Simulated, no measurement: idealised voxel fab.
Title: Process Module voxel lift off
Cross-section cut spans 155 nm and uses square cells 5 nm in size.
This document writes a cross-section as a grid whose cells are square, and gives it as bands, listed from the top down; one or more rows of cells form a band. What a band's entry tells you: where the top is and where the bottom is, as heights in nm, and after that what lies inside, material by material from left to right, each with its width in nm. Empty space is written as the word "empty", and a single material marked with the word "full width" occupies the band from edge to edge. Height 0 is the level under which the wafer as received is all one material. The lowest band goes on downwards, as in "from 0 down". The expression "30 to 40" gives the width at the extremes of the band, the first number at its top row of cells and the second at its bottom row, with the width changing by equal amounts from each row to the next in between. A step reported as "no alteration" is a step in which no cell of the cross-section changed. In "Non-vented voids" the enclosed voids are listed, meaning empty spaces of 8 cells or larger without any opening to the top. The form is width x height at distance, distance from the left edge, units nm. Post-settings text on a step line: simulator's own remark regarding the step. For masked steps, "overlay nm" on the step line gives how far right of plan the mask actually lay; a minus sign means it lay to the left.

**Here's what the planned process steps look like**
1,RECEIVE,material Si
2,CONFORMAL_DEP,material SiO2,thk nm 15
3,PATTERN,tone open,mask id LINES,material resist,width nm 20,pitch nm 50,thk nm 30,overlay nm 0
4,DIRECTIONAL_DEP,material Ru,thk nm 15
5,STRIP,etch materials resist
6,CONFORMAL_DEP,material SiCN,thk nm 5
Be aware that, although all wafers share a common starting state, the thk nm at step 6 differs among them, and the plan displays the first wafer's value.

**The first of several wafers as received, shown in cross-section; this is its state after step 1**
- from 0 down  Si full width
- Non-vented voids: none

**Below, a row for every wafer. Read it as the end-of-module picture: for each material the wafer shows its cells gained (+) or lost (-) since it was received, and then its closed voids**
thk nm 5; +36 Ru; +49 SiCN; +93 SiO2; Non-vented voids: none
thk nm 10; +36 Ru; +98 SiCN; +93 SiO2; Non-vented voids: none
thk nm 15; +36 Ru; +147 SiCN; +93 SiO2; Non-vented voids: none
thk nm 20; +36 Ru; +181 SiCN; +93 SiO2; Non-vented voids: none
thk nm 25; +36 Ru; +212 SiCN; +93 SiO2; Non-vented voids: none
